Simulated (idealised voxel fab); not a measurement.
Proc. module: voxel transistor to metal
Cross-sectional view cut (width: 145 nm; square cell size: 5 nm).
Cross-section format: a grid of square cells, given as bands from top to bottom; each band is one or more rows of cells.
First you get the band's top height and its bottom height, in nm, and then the materials it's made of, left to right, with each width in nm. If you see a single material with "throughout", that one covers the band edge to edge. "air" is empty space.
Heights are reckoned from 0. Under this level, the received wafer is all of one material. The bottommost band is open-ended downward, for example "top 0, no bottom".
Quick explanation for "30..40": the width changes in equal steps down the rows of cells, from the first number in the band's top row to the second number in its bottom row.
The designation "no modifications", where it is given for a processing step, indicates that no cell of the cross-section was altered in the course of that step.
The label "Enclosed void listing" introduces a list of the empty spaces, 8 cells or larger, that have no open way up to the top; each entry in it reads width x height at distance, where the distance is taken from the left edge and all three are stated in nm.
Step line, after settings: the simulator's comment on this step.
overlay nm: for a step with a mask, the amount by which the mask lay right of where it was planned; a negative amount means left of it.

Plan
step 1: RECEIVE [material Si]
step 2: OXIDIZE [depth nm 5]
step 3: CONFORMAL_DEP [material SiN] [thk nm 10]
step 4: DIRECTIONAL_DEP [material aC] [thk nm 10]
step 5: PATTERN [tone cover] [mask id ACTIVE] [material resist] [width nm 115] [thk nm 25] [overlay nm 0]
step 6: DIRECTIONAL_ETCH [etch materials aC] [depth nm 10]
step 7: STRIP [etch materials resist]
step 8: DIRECTIONAL_ETCH [etch materials SiN] [depth nm 10]
step 9: DIRECTIONAL_ETCH [etch materials SiO2] [depth nm 5]
step 10: DIRECTIONAL_ETCH [etch materials Si] [depth nm 20]
step 11: STRIP [etch materials aC]
step 12: FILL_DEP [material SiO2] [thk nm 5]
step 13: CMP [height nm 10]
step 14: SELECTIVE_ETCH [etch materials SiO2] [depth nm 5]
step 15: STRIP [etch materials SiN]
step 16: SELECTIVE_ETCH [etch materials SiO2] [depth nm 5]
step 17: OXIDIZE [depth nm 5]
step 18: DIRECTIONAL_DEP [material polySi] [thk nm 30]
step 19: DIRECTIONAL_DEP [material SiCN] [thk nm 15]
step 20: PATTERN [tone cover] [mask id GATE] [material resist] [width nm 25] [thk nm 20] [overlay nm 0]
step 21: DIRECTIONAL_ETCH [etch materials SiCN] [depth nm 25]
step 22: DIRECTIONAL_ETCH [etch materials polySi] [depth nm 40]
step 23: STRIP [etch materials resist]
step 24: CONFORMAL_DEP [material SiN] [thk nm 5]
step 25: DIRECTIONAL_ETCH [etch materials SiN] [depth nm 5]
step 26: DIRECTIONAL_ETCH [etch materials SiO2] [depth nm 5]
step 27: DIRECTIONAL_ETCH [etch materials Si] [depth nm 10]
step 28: EPI [material pSi] [thk nm 10]
step 29: FILL_DEP [material SiO2] [thk nm 5]
step 30: CMP [height nm 25]
step 31: STRIP [etch materials polySi]
step 32: SELECTIVE_ETCH [etch materials SiO2] [depth nm 5]
step 33: CONFORMAL_DEP [material HfO2] [thk nm 5]
step 34: CONFORMAL_DEP [material TiN] [thk nm 5]
step 35: FILL_DEP [material W] [thk nm 10]
step 36: CMP [height nm 20]
step 37: DIRECTIONAL_DEP [material SiO2] [thk nm 15]
step 38: DIRECTIONAL_DEP [material aC] [thk nm 15]
step 39: PATTERN [tone open] [mask id CONTACT] [material resist] [width nm 20] [pitch nm 75] [thk nm 35] [overlay nm 0]
step 40: DIRECTIONAL_ETCH [etch materials aC] [depth nm 15]
step 41: STRIP [etch materials resist]
step 42: DIRECTIONAL_ETCH [etch materials SiO2] [depth nm 45]
step 43: STRIP [etch materials aC]
step 44: CONFORMAL_DEP [material TiN] [thk nm 5]
step 45: FILL_DEP [material W] [thk nm 10]
step 46: CMP [height nm 35]
step 47: CONFORMAL_DEP [material SiCN] [thk nm 5]
step 48: DIRECTIONAL_DEP [material lowk] [thk nm 15]
step 49: MASKED_ETCH [tone open] [mask id METAL_1] [width nm 20] [pitch nm 75] [etch materials lowk] [depth nm 15] [overlay nm 0]
step 50: MASKED_ETCH [tone open] [mask id METAL_1] [width nm 20] [pitch nm 75] [etch materials SiCN] [depth nm 5] [overlay nm 0]
step 51: CONFORMAL_DEP [material TiN] [thk nm 5]
step 52: FILL_DEP [material Ru] [thk nm 10]
step 53: CMP [height nm 55]
step 54: EPI [material Ru] [thk nm 5]
step 55: FILL_DEP [material SiCN] [thk nm 5]

Wafer at receipt (post step 1), cross-section
    top 0, no bottom  Si throughout
    Enclosed void listing: none

Same starting wafer, same plan as above, one mistake in the execution; this is the cross-section at the end of the module
    top 65, bottom 60  SiCN throughout
    top 60, bottom 55  20 nm SiCN, then 30 nm Ru, then 45 nm SiCN, then 30 nm Ru, then 20 nm SiCN
    top 55, bottom 40  25 nm lowk, then 5 nm TiN, then 10 nm Ru, then 5 nm TiN, then 55 nm lowk, then 5 nm TiN, then 10 nm Ru, then 5 nm TiN, then 25 nm lowk
    top 40, bottom 35  25 nm SiCN, then 20 nm TiN, then 55 nm SiCN, then 20 nm TiN, then 25 nm SiCN
    top 35, bottom 20  25 nm SiO2, then 5 nm TiN, then 10 nm W, then 5 nm TiN, then 55 nm SiO2, then 5 nm TiN, then 10 nm W, then 5 nm TiN, then 25 nm SiO2
    top 20, bottom 5  25 nm SiO2, then 5 nm TiN, then 10 nm W, then 5 nm TiN, then 10 nm SiO2, then 5 nm SiN, then 5 nm HfO2, then 5 nm TiN, then 10 nm W, then 5 nm TiN, then 5 nm HfO2, then 5 nm SiN, then 5 nm SiO2, then 5 nm TiN, then 10 nm W, then 5 nm TiN, then 25 nm SiO2
    top 5, bottom 0  25 nm SiO2, then 5 nm TiN, then 10 nm W, then 5 nm TiN, then 10 nm SiO2, then 5 nm SiN, then 5 nm HfO2, then 5 nm TiN, then 10 nm W, then 5 nm TiN, then 5 nm HfO2, then 5 nm SiN, then 5 nm SiO2, then 10 nm TiN, then 5 nm W, then 5 nm TiN, then 25 nm SiO2
    top 0, bottom -5  10 nm SiO2, then 5 nm SiN, then 10 nm SiO2, then 5 nm TiN, then 10 nm W, then 5 nm TiN, then 10 nm pSi, then 5 nm SiN, then 5 nm HfO2, then 20 nm TiN, then 5 nm HfO2, then 5 nm SiN, then 10 nm pSi, then 5 nm TiN, then 5 nm W, then 5 nm TiN, then 10 nm SiO2, then 5 nm SiN, then 10 nm SiO2
    top -5, bottom -10  25 nm SiO2, then 20 nm TiN, then 10 nm pSi, then 40 nm HfO2, then 10 nm pSi, then 15 nm TiN, then 25 nm SiO2
    top -10, bottom -20  15 nm SiO2, then 40 nm pSi, then 40 nm Si, then 35 nm pSi, then 15 nm SiO2
    top -20, bottom -25  15 nm SiO2, then 115 nm Si, then 15 nm SiO2
    top -25, no bottom  Si throughout
    Enclosed void listing: none
So what did we get wrong on this run? in deviation from the planned setting, step 20 was conducted as PATTERN [tone cover] [mask id GATE] [material resist] [width nm 30] [thk nm 20] [overlay nm 0]
